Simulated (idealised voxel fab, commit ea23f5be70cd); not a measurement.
Herein follows the process module entitled voxel wiring stack.
Cross-section cut: width 250 nm, square cells of 5 nm.
Square cells in a grid make up a cross-section in this document, and the grid is given as bands, listed from the top down, each one or more rows of cells. First you get the band's top height and its bottom height, in nm, and then the materials it's made of, left to right, with each width in nm. If you see a single material with "all across", that one covers the band edge to edge. "air" is empty space. For the purposes of this specification, 0 denotes the height below which the wafer in its as-received condition is composed wholly of one material, and the lowermost band, lacking a lower limit, extends downward without end, as expressed in "0 -> down". Width: "30->40" (first number = top row, second number = bottom row, same change from row to row of cells). "nothing got changed" for a step: no cell of the cross-section changed in that step. In "Unvented cavities" the enclosed voids are listed, meaning empty spaces of 8 cells or larger without any opening to the top. The form is width x height at distance, distance from the left edge, units nm. On a step's line, text after the settings is the simulator commenting on that step. A step line may carry the setting "overlay nm", which, for steps involving a mask, states the distance by which the mask lay to the right of its intended position; negative values denote displacement to the left. From here on the document is pairs. In a pair, the cross-section before one process step comes with the cross-section after it, and the latter goes no deeper than the lowest band that changed. What lies in between, the step and its settings, is written under the pair. A pair may be from a different run of this module on the same starting wafer than the pair above it, so it continues from that pair only where its entry headed "Before the process" says so.
Before the process:
* 140 -> 125 = 35 aC, then 30 air, then 20 aC, then 30 air, then 20 aC, then 30 air, then 20 aC, then 30 air, then 35 aC
* 125 -> 110 = 35 SiO2, then 30 air, then 20 SiO2, then 30 air, then 20 SiO2, then 30 air, then 20 SiO2, then 30 air, then 35 SiO2
* 110 -> 105 = SiN all across
* 105 -> 95 = 35 lowk, then 15 Ru, then 35 lowk, then 15 Ru, then 35 lowk, then 15 Ru, then 35 lowk, then 15 Ru, then 50 lowk
* 95 -> 90 = 35 SiCN, then 15 Ru, then 35 SiCN, then 15 Ru, then 35 SiCN, then 15 Ru, then 35 SiCN, then 15 Ru, then 50 SiCN
* 90 -> 70 = 35 SiO2, then 5 TiN, then 20 Cu, then 5 TiN, then 20 SiO2, then 5 TiN, then 20 Cu, then 5 TiN, then 20 SiO2, then 5 TiN, then 20 Cu, then 5 TiN, then 20 SiO2, then 5 TiN, then 20 Cu, then 5 TiN, then 35 SiO2
* 70 -> 65 = 35 SiCN, then 30 TiN, then 20 SiCN, then 30 TiN, then 20 SiCN, then 30 TiN, then 20 SiCN, then 30 TiN, then 35 SiCN
* 65 -> 50 = 35 lowk, then 5 TiN, then 5 W, then 5 TiN, then 35 lowk, then 5 TiN, then 5 W, then 5 TiN, then 35 lowk, then 5 TiN, then 5 W, then 5 TiN, then 35 lowk, then 5 TiN, then 5 W, then 5 TiN, then 50 lowk
* 50 -> 45 = 35 SiCN, then 15 TiN, then 35 SiCN, then 15 TiN, then 35 SiCN, then 15 TiN, then 35 SiCN, then 15 TiN, then 50 SiCN
* 45 -> 25 = 40 lowk, then 5 TiN, then 20 Cu, then 5 TiN, then 20 lowk, then 5 TiN, then 20 Cu, then 5 TiN, then 20 lowk, then 5 TiN, then 20 Cu, then 5 TiN, then 20 lowk, then 5 TiN, then 20 Cu, then 5 TiN, then 30 lowk
* 25 -> 20 = 40 lowk, then 5 TiN, then 15 Cu, then 10 TiN, then 20 lowk, then 5 TiN, then 15 Cu, then 10 TiN, then 20 lowk, then 5 TiN, then 15 Cu, then 10 TiN, then 20 lowk, then 5 TiN, then 15 Cu, then 10 TiN, then 30 lowk
* 20 -> 15 = 40 SiN, then 25 TiN, then 25 SiN, then 25 TiN, then 25 SiN, then 25 TiN, then 25 SiN, then 25 TiN, then 35 SiN
* 15 -> 0 = SiO2 all across
* 0 -> down = Si all across
* Unvented cavities: none
State After Step:
* 140 -> 125 = 35 aC, then 30 air, then 20 aC, then 30 air, then 20 aC, then 30 air, then 20 aC, then 30 air, then 35 aC
* 125 -> 110 = 35 SiO2, then 30 air, then 20 SiO2, then 30 air, then 20 SiO2, then 30 air, then 20 SiO2, then 30 air, then 35 SiO2
* 110 -> 105 = 35 SiN, then 30 air, then 20 SiN, then 30 air, then 20 SiN, then 30 air, then 20 SiN, then 30 air, then 35 SiN
* Under 105: no change, same as before.
* Unvented cavities: none
Looking at the two cross-sections above, the step in the middle is DIRECTIONAL_ETCH | etch materials SiN | depth nm 5
Before the process: The pre-step condition corresponds to the post-step cross-section depicted in the pair directly above.
State After Step:
* 125 -> 110 = 35 SiO2, then 30 air, then 20 SiO2, then 30 air, then 20 SiO2, then 30 air, then 20 SiO2, then 30 air, then 35 SiO2
* Under 110: no change, same as before.
* Unvented cavities: none
Looking at the two cross-sections above, the step in the middle is STRIP | etch materials aC
Before the process: The pre-step condition corresponds to the post-step cross-section depicted in the pair directly above.
State After Step:
* 130 -> 125 = 40 TiN, then 20 air, then 30 TiN, then 20 air, then 30 TiN, then 20 air, then 30 TiN, then 20 air, then 40 TiN
* 125 -> 110 = 35 SiO2, then 5 TiN, then 20 air, then 5 TiN, then 20 SiO2, then 5 TiN, then 20 air, then 5 TiN, then 20 SiO2, then 5 TiN, then 20 air, then 5 TiN, then 20 SiO2, then 5 TiN, then 20 air, then 5 TiN, then 35 SiO2
* 110 -> 105 = 35 SiN, then 30 TiN, then 20 SiN, then 30 TiN, then 20 SiN, then 30 TiN, then 20 SiN, then 30 TiN, then 35 SiN
* Under 105: no change, same as before.
* Unvented cavities: none
Looking at the two cross-sections above, the step in the middle is CONFORMAL_DEP | material TiN | thk nm 5
Before the process: The pre-step condition corresponds to the post-step cross-section depicted in the pair directly above.
State After Step:
* 135 -> 130 = Cu all across
* 130 -> 125 = 40 TiN, then 20 Cu, then 30 TiN, then 20 Cu, then 30 TiN, then 20 Cu, then 30 TiN, then 20 Cu, then 40 TiN
* 125 -> 110 = 35 SiO2, then 5 TiN, then 20 Cu, then 5 TiN, then 20 SiO2, then 5 TiN, then 20 Cu, then 5 TiN, then 20 SiO2, then 5 TiN, then 20 Cu, then 5 TiN, then 20 SiO2, then 5 TiN, then 20 Cu, then 5 TiN, then 35 SiO2
* Under 110: no change, same as before.
* Unvented cavities: none
Looking at the two cross-sections above, the step in the middle is FILL_DEP | material Cu | thk nm 5
Before the process: The pre-step condition corresponds to the post-step cross-section depicted in the pair directly above.
State After Step:
* 125 -> 110 = 35 SiO2, then 5 TiN, then 20 Cu, then 5 TiN, then 20 SiO2, then 5 TiN, then 20 Cu, then 5 TiN, then 20 SiO2, then 5 TiN, then 20 Cu, then 5 TiN, then 20 SiO2, then 5 TiN, then 20 Cu, then 5 TiN, then 35 SiO2
* Under 110: no change, same as before.
* Unvented cavities: none
Looking at the two cross-sections above, the step in the middle is CMP | height nm 125
Before the process: The pre-step condition corresponds to the post-step cross-section depicted in the pair directly above.
State After Step:
* 130 -> 125 = 30 air, then 40 Ru, then 10 air, then 40 Ru, then 10 air, then 40 Ru, then 10 air, then 40 Ru, then 30 air
* Under 125: no change, same as before.
* Unvented cavities: none
Looking at the two cross-sections above, the step in the middle is EPI | material Ru | thk nm 5
Before the process: The pre-step condition corresponds to the post-step cross-section depicted in the pair directly above.
State After Step:
* 135 -> 130 = SiCN all across
* 130 -> 125 = 30 SiCN, then 40 Ru, then 10 SiCN, then 40 Ru, then 10 SiCN, then 40 Ru, then 10 SiCN, then 40 Ru, then 30 SiCN
* Under 125: no change, same as before.
* Unvented cavities: none
Looking at the two cross-sections above, the step in the middle is FILL_DEP | material SiCN | thk nm 5
Before the process:
* 110 -> 105 = SiN all across
* 105 -> 95 = 35 lowk, then 15 Ru, then 35 lowk, then 15 Ru, then 35 lowk, then 15 Ru, then 35 lowk, then 15 Ru, then 50 lowk
* 95 -> 90 = 35 SiCN, then 15 Ru, then 35 SiCN, then 15 Ru, then 35 SiCN, then 15 Ru, then 35 SiCN, then 15 Ru, then 50 SiCN
* 90 -> 70 = 35 SiO2, then 5 TiN, then 20 Cu, then 5 TiN, then 20 SiO2, then 5 TiN, then 20 Cu, then 5 TiN, then 20 SiO2, then 5 TiN, then 20 Cu, then 5 TiN, then 20 SiO2, then 5 TiN, then 20 Cu, then 5 TiN, then 35 SiO2
* 70 -> 65 = 35 SiCN, then 30 TiN, then 20 SiCN, then 30 TiN, then 20 SiCN, then 30 TiN, then 20 SiCN, then 30 TiN, then 35 SiCN
* 65 -> 50 = 35 lowk, then 5 TiN, then 5 W, then 5 TiN, then 35 lowk, then 5 TiN, then 5 W, then 5 TiN, then 35 lowk, then 5 TiN, then 5 W, then 5 TiN, then 35 lowk, then 5 TiN, then 5 W, then 5 TiN, then 50 lowk
* 50 -> 45 = 35 SiCN, then 15 TiN, then 35 SiCN, then 15 TiN, then 35 SiCN, then 15 TiN, then 35 SiCN, then 15 TiN, then 50 SiCN
* 45 -> 20 = 35 lowk, then 5 TiN, then 20 Cu, then 5 TiN, then 20 lowk, then 5 TiN, then 20 Cu, then 5 TiN, then 20 lowk, then 5 TiN, then 20 Cu, then 5 TiN, then 20 lowk, then 5 TiN, then 20 Cu, then 5 TiN, then 35 lowk
* 20 -> 15 = 35 SiN, then 30 TiN, then 20 SiN, then 30 TiN, then 20 SiN, then 30 TiN, then 20 SiN, then 30 TiN, then 35 SiN
* 15 -> 0 = SiO2 all across
* 0 -> down = Si all across
* Unvented cavities: none
State After Step:
* 125 -> 110 = SiCN all across
* Under 110: no change, same as before.
* Unvented cavities: none
Looking at the two cross-sections above, the step in the middle is DIRECTIONAL_DEP | material SiCN | thk nm 15
Before the process: The pre-step condition corresponds to the post-step cross-section depicted in the pair directly above.
State After Step:
* 140 -> 125 = aC all across
* Under 125: no change, same as before.
* Unvented cavities: none
Looking at the two cross-sections above, the step in the middle is DIRECTIONAL_DEP | material aC | thk nm 15
Before the process: The pre-step condition corresponds to the post-step cross-section depicted in the pair directly above.
State After Step:
* 175 -> 140 = 35 resist, then 30 air, then 20 resist, then 30 air, then 20 resist, then 30 air, then 20 resist, then 30 air, then 35 resist
* Under 140: no change, same as before.
* Unvented cavities: none
Looking at the two cross-sections above, the step in the middle is PATTERN | tone open | mask id METAL_3 | material resist | width nm 30 | pitch nm 50 | thk nm 35 | overlay nm 0
Before the process: The pre-step condition corresponds to the post-step cross-section depicted in the pair directly above.
State After Step:
* 160 -> 140 = 35 resist, then 30 air, then 20 resist, then 30 air, then 20 resist, then 30 air, then 20 resist, then 30 air, then 35 resist
* 140 -> 125 = 35 aC, then 30 air, then 20 aC, then 30 air, then 20 aC, then 30 air, then 20 aC, then 30 air, then 35 aC
* Under 125: no change, same as before.
* Unvented cavities: none
Looking at the two cross-sections above, the step in the middle is DIRECTIONAL_ETCH | etch materials aC | depth nm 15
Before the process: The pre-step condition corresponds to the post-step cross-section depicted in the pair directly above.
State After Step:
* 140 -> 125 = 35 aC, then 30 air, then 20 aC, then 30 air, then 20 aC, then 30 air, then 20 aC, then 30 air, then 35 aC
* Under 125: no change, same as before.
* Unvented cavities: none
Looking at the two cross-sections above, the step in the middle is STRIP | etch materials resist
Before the process: The pre-step condition corresponds to the post-step cross-section depicted in the pair directly above.
State After Step:
* 125 -> 110 = SiCN all across
* Under 110: no change, same as before.
* Unvented cavities: none
Looking at the two cross-sections above, the step in the middle is STRIP | etch materials aC
Before the process: The pre-step condition corresponds to the post-step cross-section depicted in the pair directly above.
State After Step:
* 130 -> 125 = TiN all across
* Under 125: no change, same as before.
* Unvented cavities: none
Looking at the two cross-sections above, the step in the middle is CONFORMAL_DEP | material TiN | thk nm 5
Before the process: The pre-step condition corresponds to the post-step cross-section depicted in the pair directly above.
State After Step:
* 135 -> 130 = Cu all across
* Under 130: no change, same as before.
* Unvented cavities: none
Looking at the two cross-sections above, the step in the middle is FILL_DEP | material Cu | thk nm 5
Before the process: The pre-step condition corresponds to the post-step cross-section depicted in the pair directly above.
State After Step:
* 125 -> 110 = SiCN all across
* Under 110: no change, same as before.
* Unvented cavities: none
Looking at the two cross-sections above, the step in the middle is CMP | height nm 125
Before the process: The pre-step condition corresponds to the post-step cross-section depicted in the pair directly above.
State After Step:
* 130 -> 110 = SiCN all across
* Under 110: no change, same as before.
* Unvented cavities: none
Looking at the two cross-sections above, the step in the middle is FILL_DEP | material SiCN | thk nm 5
Before the process:
* 80 -> 65 = aC all across
* 65 -> 50 = lowk all across
* 50 -> 45 = SiCN all across
* 45 -> 20 = 35 lowk, then 5 TiN, then 20 Cu, then 5 TiN, then 20 lowk, then 5 TiN, then 20 Cu, then 5 TiN, then 20 lowk, then 5 TiN, then 20 Cu, then 5 TiN, then 20 lowk, then 5 TiN, then 20 Cu, then 5 TiN, then 35 lowk
* 20 -> 15 = 35 SiN, then 30 TiN, then 20 SiN, then 30 TiN, then 20 SiN, then 30 TiN, then 20 SiN, then 30 TiN, then 35 SiN
* 15 -> 0 = SiO2 all across
* 0 -> down = Si all across
* Unvented cavities: none
State After Step:
* 110 -> 80 = 35 air, then 15 resist, then 35 air, then 15 resist, then 35 air, then 15 resist, then 35 air, then 15 resist, then 50 air
* Under 80: no change, same as before.
* Unvented cavities: none
Looking at the two cross-sections above, the step in the middle is PATTERN | tone cover | mask id PLUG_1 | material resist | width nm 15 | pitch nm 50 | thk nm 30 | overlay nm 0
Before the process: The pre-step condition corresponds to the post-step cross-section depicted in the pair directly above.
State After Step:
* 95 -> 80 = 35 air, then 15 resist, then 35 air, then 15 resist, then 35 air, then 15 resist, then 35 air, then 15 resist, then 50 air
* 80 -> 65 = 35 air, then 15 aC, then 35 air, then 15 aC, then 35 air, then 15 aC, then 35 air, then 15 aC, then 50 air
* Under 65: no change, same as before.
* Unvented cavities: none
Looking at the two cross-sections above, the step in the middle is DIRECTIONAL_ETCH | etch materials aC | depth nm 15
Before the process: The pre-step condition corresponds to the post-step cross-section depicted in the pair directly above.
State After Step:
* 80 -> 65 = 35 air, then 15 aC, then 35 air, then 15 aC, then 35 air, then 15 aC, then 35 air, then 15 aC, then 50 air
* Under 65: no change, same as before.
* Unvented cavities: none
Looking at the two cross-sections above, the step in the middle is STRIP | etch materials resist
Before the process: The pre-step condition corresponds to the post-step cross-section depicted in the pair directly above.
State After Step:
* 80 -> 65 = 35 air, then 15 aC, then 35 air, then 15 aC, then 35 air, then 15 aC, then 35 air, then 15 aC, then 50 air
* 65 -> 50 = 35 air, then 15 lowk, then 35 air, then 15 lowk, then 35 air, then 15 lowk, then 35 air, then 15 lowk, then 50 air
* Under 50: no change, same as before.
* Unvented cavities: none
Looking at the two cross-sections above, the step in the middle is DIRECTIONAL_ETCH | etch materials lowk | depth nm 15
Before the process: The pre-step condition corresponds to the post-step cross-section depicted in the pair directly above.
State After Step:
* 80 -> 65 = 35 air, then 15 aC, then 35 air, then 15 aC, then 35 air, then 15 aC, then 35 air, then 15 aC, then 50 air
* 65 -> 50 = 35 air, then 15 lowk, then 35 air, then 15 lowk, then 35 air, then 15 lowk, then 35 air, then 15 lowk, then 50 air
* 50 -> 45 = 35 air, then 15 SiCN, then 35 air, then 15 SiCN, then 35 air, then 15 SiCN, then 35 air, then 15 SiCN, then 50 air
* Under 45: no change, same as before.
* Unvented cavities: none
Looking at the two cross-sections above, the step in the middle is DIRECTIONAL_ETCH | etch materials SiCN | depth nm 5
Before the process: The pre-step condition corresponds to the post-step cross-section depicted in the pair directly above.
State After Step:
* 65 -> 50 = 35 air, then 15 lowk, then 35 air, then 15 lowk, then 35 air, then 15 lowk, then 35 air, then 15 lowk, then 50 air
* Under 50: no change, same as before.
* Unvented cavities: none
Looking at the two cross-sections above, the step in the middle is STRIP | etch materials aC
Before the process: The pre-step condition corresponds to the post-step cross-section depicted in the pair directly above.
State After Step:
* 70 -> 65 = 30 air, then 25 TiN, then 25 air, then 25 TiN, then 25 air, then 25 TiN, then 25 air, then 25 TiN, then 45 air
* 65 -> 50 = 30 air, then 5 TiN, then 15 lowk, then 5 TiN, then 25 air, then 5 TiN, then 15 lowk, then 5 TiN, then 25 air, then 5 TiN, then 15 lowk, then 5 TiN, then 25 air, then 5 TiN, then 15 lowk, then 5 TiN, then 45 air
* 50 -> 45 = 35 TiN, then 15 SiCN, then 35 TiN, then 15 SiCN, then 35 TiN, then 15 SiCN, then 35 TiN, then 15 SiCN, then 50 TiN
* Under 45: no change, same as before.
* Unvented cavities: none
Looking at the two cross-sections above, the step in the middle is CONFORMAL_DEP | material TiN | thk nm 5
Before the process: The pre-step condition corresponds to the post-step cross-section depicted in the pair directly above.
State After Step:
* 80 -> 70 = W all across
* 70 -> 65 = 30 W, then 25 TiN, then 25 W, then 25 TiN, then 25 W, then 25 TiN, then 25 W, then 25 TiN, then 45 W
* 65 -> 50 = 30 W, then 5 TiN, then 15 lowk, then 5 TiN, then 25 W, then 5 TiN, then 15 lowk, then 5 TiN, then 25 W, then 5 TiN, then 15 lowk, then 5 TiN, then 25 W, then 5 TiN, then 15 lowk, then 5 TiN, then 45 W
* Under 50: no change, same as before.
* Unvented cavities: none
Looking at the two cross-sections above, the step in the middle is FILL_DEP | material W | thk nm 10
Before the process: The pre-step condition corresponds to the post-step cross-section depicted in the pair directly above.
State After Step:
* 65 -> 50 = 30 W, then 5 TiN, then 15 lowk, then 5 TiN, then 25 W, then 5 TiN, then 15 lowk, then 5 TiN, then 25 W, then 5 TiN, then 15 lowk, then 5 TiN, then 25 W, then 5 TiN, then 15 lowk, then 5 TiN, then 45 W
* Under 50: no change, same as before.
* Unvented cavities: none
Looking at the two cross-sections above, the step in the middle is CMP | height nm 65
Before the process: The pre-step condition corresponds to the post-step cross-section depicted in the pair directly above.
State After Step:
* 70 -> 65 = SiCN all across
* Under 65: no change, same as before.
* Unvented cavities: none
Looking at the two cross-sections above, the step in the middle is CONFORMAL_DEP | material SiCN | thk nm 5
Before the process: The pre-step condition corresponds to the post-step cross-section depicted in the pair directly above.
State After Step:
* 90 -> 70 = SiO2 all across
* Under 70: no change, same as before.
* Unvented cavities: none
Looking at the two cross-sections above, the step in the middle is DIRECTIONAL_DEP | material SiO2 | thk nm 20
Before the process: The pre-step condition corresponds to the post-step cross-section depicted in the pair directly above.
State After Step:
* 105 -> 90 = aC all across
* Under 90: no change, same as before.
* Unvented cavities: none
Looking at the two cross-sections above, the step in the middle is DIRECTIONAL_DEP | material aC | thk nm 15
Before the process: The pre-step condition corresponds to the post-step cross-section depicted in the pair directly above.
State After Step:
* 140 -> 105 = 35 resist, then 30 air, then 20 resist, then 30 air, then 20 resist, then 30 air, then 20 resist, then 30 air, then 35 resist
* Under 105: no change, same as before.
* Unvented cavities: none
Looking at the two cross-sections above, the step in the middle is PATTERN | tone open | mask id METAL_2 | material resist | width nm 30 | pitch nm 50 | thk nm 35 | overlay nm 0
Before the process: The pre-step condition corresponds to the post-step cross-section depicted in the pair directly above.
State After Step:
* 125 -> 105 = 35 resist, then 30 air, then 20 resist, then 30 air, then 20 resist, then 30 air, then 20 resist, then 30 air, then 35 resist
* 105 -> 90 = 35 aC, then 30 air, then 20 aC, then 30 air, then 20 aC, then 30 air, then 20 aC, then 30 air, then 35 aC
* Under 90: no change, same as before.
* Unvented cavities: none
Looking at the two cross-sections above, the step in the middle is DIRECTIONAL_ETCH | etch materials aC | depth nm 15
Before the process: The pre-step condition corresponds to the post-step cross-section depicted in the pair directly above.
State After Step:
* 105 -> 90 = 35 aC, then 30 air, then 20 aC, then 30 air, then 20 aC, then 30 air, then 20 aC, then 30 air, then 35 aC
* Under 90: no change, same as before.
* Unvented cavities: none
Looking at the two cross-sections above, the step in the middle is STRIP | etch materials resist
Before the process: The pre-step condition corresponds to the post-step cross-section depicted in the pair directly above.
State After Step:
* 105 -> 90 = 35 aC, then 30 air, then 20 aC, then 30 air, then 20 aC, then 30 air, then 20 aC, then 30 air, then 35 aC
* 90 -> 70 = 35 SiO2, then 30 air, then 20 SiO2, then 30 air, then 20 SiO2, then 30 air, then 20 SiO2, then 30 air, then 35 SiO2
* Under 70: no change, same as before.
* Unvented cavities: none
Looking at the two cross-sections above, the step in the middle is DIRECTIONAL_ETCH | etch materials SiO2 | depth nm 20
Before the process: The pre-step condition corresponds to the post-step cross-section depicted in the pair directly above.
State After Step:
* 105 -> 90 = 35 aC, then 30 air, then 20 aC, then 30 air, then 20 aC, then 30 air, then 20 aC, then 30 air, then 35 aC
* 90 -> 70 = 35 SiO2, then 30 air, then 20 SiO2, then 30 air, then 20 SiO2, then 30 air, then 20 SiO2, then 30 air, then 35 SiO2
* 70 -> 65 = 35 SiCN, then 30 air, then 20 SiCN, then 30 air, then 20 SiCN, then 30 air, then 20 SiCN, then 30 air, then 35 SiCN
* Under 65: no change, same as before.
* Unvented cavities: none
Looking at the two cross-sections above, the step in the middle is DIRECTIONAL_ETCH | etch materials SiCN | depth nm 5
Before the process: The pre-step condition corresponds to the post-step cross-section depicted in the pair directly above.
State After Step:
* 90 -> 70 = 35 SiO2, then 30 air, then 20 SiO2, then 30 air, then 20 SiO2, then 30 air, then 20 SiO2, then 30 air, then 35 SiO2
* Under 70: no change, same as before.
* Unvented cavities: none
Looking at the two cross-sections above, the step in the middle is STRIP | etch materials aC
Before the process: The pre-step condition corresponds to the post-step cross-section depicted in the pair directly above.
State After Step:
* 95 -> 90 = 40 TiN, then 20 air, then 30 TiN, then 20 air, then 30 TiN, then 20 air, then 30 TiN, then 20 air, then 40 TiN
* 90 -> 70 = 35 SiO2, then 5 TiN, then 20 air, then 5 TiN, then 20 SiO2, then 5 TiN, then 20 air, then 5 TiN, then 20 SiO2, then 5 TiN, then 20 air, then 5 TiN, then 20 SiO2, then 5 TiN, then 20 air, then 5 TiN, then 35 SiO2
* 70 -> 65 = 35 SiCN, then 30 TiN, then 20 SiCN, then 30 TiN, then 20 SiCN, then 30 TiN, then 20 SiCN, then 30 TiN, then 35 SiCN
* Under 65: no change, same as before.
* Unvented cavities: none
Looking at the two cross-sections above, the step in the middle is CONFORMAL_DEP | material TiN | thk nm 5
Before the process: The pre-step condition corresponds to the post-step cross-section depicted in the pair directly above.
State After Step:
* 100 -> 95 = Cu all across
* 95 -> 90 = 40 TiN, then 20 Cu, then 30 TiN, then 20 Cu, then 30 TiN, then 20 Cu, then 30 TiN, then 20 Cu, then 40 TiN
* 90 -> 70 = 35 SiO2, then 5 TiN, then 20 Cu, then 5 TiN, then 20 SiO2, then 5 TiN, then 20 Cu, then 5 TiN, then 20 SiO2, then 5 TiN, then 20 Cu, then 5 TiN, then 20 SiO2, then 5 TiN, then 20 Cu, then 5 TiN, then 35 SiO2
* Under 70: no change, same as before.
* Unvented cavities: none
Looking at the two cross-sections above, the step in the middle is FILL_DEP | material Cu | thk nm 5
Before the process: The pre-step condition corresponds to the post-step cross-section depicted in the pair directly above.
State After Step:
* 90 -> 70 = 35 SiO2, then 5 TiN, then 20 Cu, then 5 TiN, then 20 SiO2, then 5 TiN, then 20 Cu, then 5 TiN, then 20 SiO2, then 5 TiN, then 20 Cu, then 5 TiN, then 20 SiO2, then 5 TiN, then 20 Cu, then 5 TiN, then 35 SiO2
* Under 70: no change, same as before.
* Unvented cavities: none
Looking at the two cross-sections above, the step in the middle is CMP | height nm 90
Before the process: The pre-step condition corresponds to the post-step cross-section depicted in the pair directly above.
State After Step:
* 95 -> 90 = SiCN all across
* Under 90: no change, same as before.
* Unvented cavities: none
Looking at the two cross-sections above, the step in the middle is CONFORMAL_DEP | material SiCN | thk nm 5
Before the process: The pre-step condition corresponds to the post-step cross-section depicted in the pair directly above.
State After Step:
* 105 -> 95 = lowk all across
* Under 95: no change, same as before.
* Unvented cavities: none
Looking at the two cross-sections above, the step in the middle is DIRECTIONAL_DEP | material lowk | thk nm 10
Before the process: The pre-step condition corresponds to the post-step cross-section depicted in the pair directly above.
State After Step:
* 115 -> 105 = aC all across
* Under 105: no change, same as before.
* Unvented cavities: none
Looking at the two cross-sections above, the step in the middle is DIRECTIONAL_DEP | material aC | thk nm 10
Before the process: The pre-step condition corresponds to the post-step cross-section depicted in the pair directly above.
State After Step:
* 140 -> 115 = 35 resist, then 15 air, then 35 resist, then 15 air, then 35 resist, then 15 air, then 35 resist, then 15 air, then 50 resist
* Under 115: no change, same as before.
* Unvented cavities: none
Looking at the two cross-sections above, the step in the middle is PATTERN | tone open | mask id PLUG_2 | material resist | width nm 15 | pitch nm 50 | thk nm 25 | overlay nm 0
Before the process: The pre-step condition corresponds to the post-step cross-section depicted in the pair directly above.
State After Step:
* 130 -> 115 = 35 resist, then 15 air, then 35 resist, then 15 air, then 35 resist, then 15 air, then 35 resist, then 15 air, then 50 resist
* 115 -> 105 = 35 aC, then 15 air, then 35 aC, then 15 air, then 35 aC, then 15 air, then 35 aC, then 15 air, then 50 aC
* Under 105: no change, same as before.
* Unvented cavities: none
Looking at the two cross-sections above, the step in the middle is DIRECTIONAL_ETCH | etch materials aC | depth nm 10
Before the process: The pre-step condition corresponds to the post-step cross-section depicted in the pair directly above.
State After Step:
* 115 -> 105 = 35 aC, then 15 air, then 35 aC, then 15 air, then 35 aC, then 15 air, then 35 aC, then 15 air, then 50 aC
* Under 105: no change, same as before.
* Unvented cavities: none
Looking at the two cross-sections above, the step in the middle is STRIP | etch materials resist
Before the process: The pre-step condition corresponds to the post-step cross-section depicted in the pair directly above.
State After Step:
* 115 -> 105 = 35 aC, then 15 air, then 35 aC, then 15 air, then 35 aC, then 15 air, then 35 aC, then 15 air, then 50 aC
* 105 -> 95 = 35 lowk, then 15 air, then 35 lowk, then 15 air, then 35 lowk, then 15 air, then 35 lowk, then 15 air, then 50 lowk
* Under 95: no change, same as before.
* Unvented cavities: none
Looking at the two cross-sections above, the step in the middle is DIRECTIONAL_ETCH | etch materials lowk | depth nm 10
Before the process: The pre-step condition corresponds to the post-step cross-section depicted in the pair directly above.
State After Step:
* 115 -> 105 = 35 aC, then 15 air, then 35 aC, then 15 air, then 35 aC, then 15 air, then 35 aC, then 15 air, then 50 aC
* 105 -> 95 = 35 lowk, then 15 air, then 35 lowk, then 15 air, then 35 lowk, then 15 air, then 35 lowk, then 15 air, then 50 lowk
* 95 -> 90 = 35 SiCN, then 15 air, then 35 SiCN, then 15 air, then 35 SiCN, then 15 air, then 35 SiCN, then 15 air, then 50 SiCN
* Under 90: no change, same as before.
* Unvented cavities: none
Looking at the two cross-sections above, the step in the middle is DIRECTIONAL_ETCH | etch materials SiCN | depth nm 5
Before the process: The pre-step condition corresponds to the post-step cross-section depicted in the pair directly above.
State After Step:
* 105 -> 95 = 35 lowk, then 15 air, then 35 lowk, then 15 air, then 35 lowk, then 15 air, then 35 lowk, then 15 air, then 50 lowk
* Under 95: no change, same as before.
* Unvented cavities: none
Looking at the two cross-sections above, the step in the middle is STRIP | etch materials aC
Before the process: The pre-step condition corresponds to the post-step cross-section depicted in the pair directly above.
State After Step:
* 105 -> 100 = 35 lowk, then 15 air, then 35 lowk, then 15 air, then 35 lowk, then 15 air, then 35 lowk, then 15 air, then 50 lowk
* 100 -> 95 = 35 lowk, then 15 Ru, then 35 lowk, then 15 Ru, then 35 lowk, then 15 Ru, then 35 lowk, then 15 Ru, then 50 lowk
* 95 -> 90 = 35 SiCN, then 15 Ru, then 35 SiCN, then 15 Ru, then 35 SiCN, then 15 Ru, then 35 SiCN, then 15 Ru, then 50 SiCN
* Under 90: no change, same as before.
* Unvented cavities: none
Looking at the two cross-sections above, the step in the middle is EPI | material Ru | thk nm 10
Before the process: The pre-step condition corresponds to the post-step cross-section depicted in the pair directly above.
State After Step:
* 105 -> 95 = 35 lowk, then 15 Ru, then 35 lowk, then 15 Ru, then 35 lowk, then 15 Ru, then 35 lowk, then 15 Ru, then 50 lowk
* Under 95: no change, same as before.
* Unvented cavities: none
Looking at the two cross-sections above, the step in the middle is EPI | material Ru | thk nm 5
Before the process: The pre-step condition corresponds to the post-step cross-section depicted in the pair directly above.
State After Step:
* 110 -> 105 = SiN all across
* Under 105: no change, same as before.
* Unvented cavities: none
Looking at the two cross-sections above, the step in the middle is CONFORMAL_DEP | material SiN | thk nm 5
Before the process: The pre-step condition corresponds to the post-step cross-section depicted in the pair directly above.
State After Step:
* 125 -> 110 = SiO2 all across
* Under 110: no change, same as before.
* Unvented cavities: none
Looking at the two cross-sections above, the step in the middle is DIRECTIONAL_DEP | material SiO2 | thk nm 15
Before the process: The pre-step condition corresponds to the post-step cross-section depicted in the pair directly above.
State After Step:
* 140 -> 125 = aC all across
* Under 125: no change, same as before.
* Unvented cavities: none
Looking at the two cross-sections above, the step in the middle is DIRECTIONAL_DEP | material aC | thk nm 15
Before the process: The pre-step condition corresponds to the post-step cross-section depicted in the pair directly above.
State After Step:
* 175 -> 140 = 35 resist, then 30 air, then 20 resist, then 30 air, then 20 resist, then 30 air, then 20 resist, then 30 air, then 35 resist
* Under 140: no change, same as before.
* Unvented cavities: none
Looking at the two cross-sections above, the step in the middle is PATTERN | tone open | mask id METAL_3 | material resist | width nm 30 | pitch nm 50 | thk nm 35 | overlay nm 0
Before the process: The pre-step condition corresponds to the post-step cross-section depicted in the pair directly above.
State After Step:
* 160 -> 140 = 35 resist, then 30 air, then 20 resist, then 30 air, then 20 resist, then 30 air, then 20 resist, then 30 air, then 35 resist
* 140 -> 125 = 35 aC, then 30 air, then 20 aC, then 30 air, then 20 aC, then 30 air, then 20 aC, then 30 air, then 35 aC
* Under 125: no change, same as before.
* Unvented cavities: none
Looking at the two cross-sections above, the step in the middle is DIRECTIONAL_ETCH | etch materials aC | depth nm 15
Before the process: The pre-step condition corresponds to the post-step cross-section depicted in the pair directly above.
State After Step:
* 140 -> 125 = 35 aC, then 30 air, then 20 aC, then 30 air, then 20 aC, then 30 air, then 20 aC, then 30 air, then 35 aC
* Under 125: no change, same as before.
* Unvented cavities: none
Looking at the two cross-sections above, the step in the middle is STRIP | etch materials resist
Before the process: The pre-step condition corresponds to the post-step cross-section depicted in the pair directly above.
State After Step:
* 140 -> 125 = 35 aC, then 30 air, then 20 aC, then 30 air, then 20 aC, then 30 air, then 20 aC, then 30 air, then 35 aC
* 125 -> 110 = 35 SiO2, then 30 air, then 20 SiO2, then 30 air, then 20 SiO2, then 30 air, then 20 SiO2, then 30 air, then 35 SiO2
* Under 110: no change, same as before.
* Unvented cavities: none
Looking at the two cross-sections above, the step in the middle is DIRECTIONAL_ETCH | etch materials SiO2 | depth nm 15
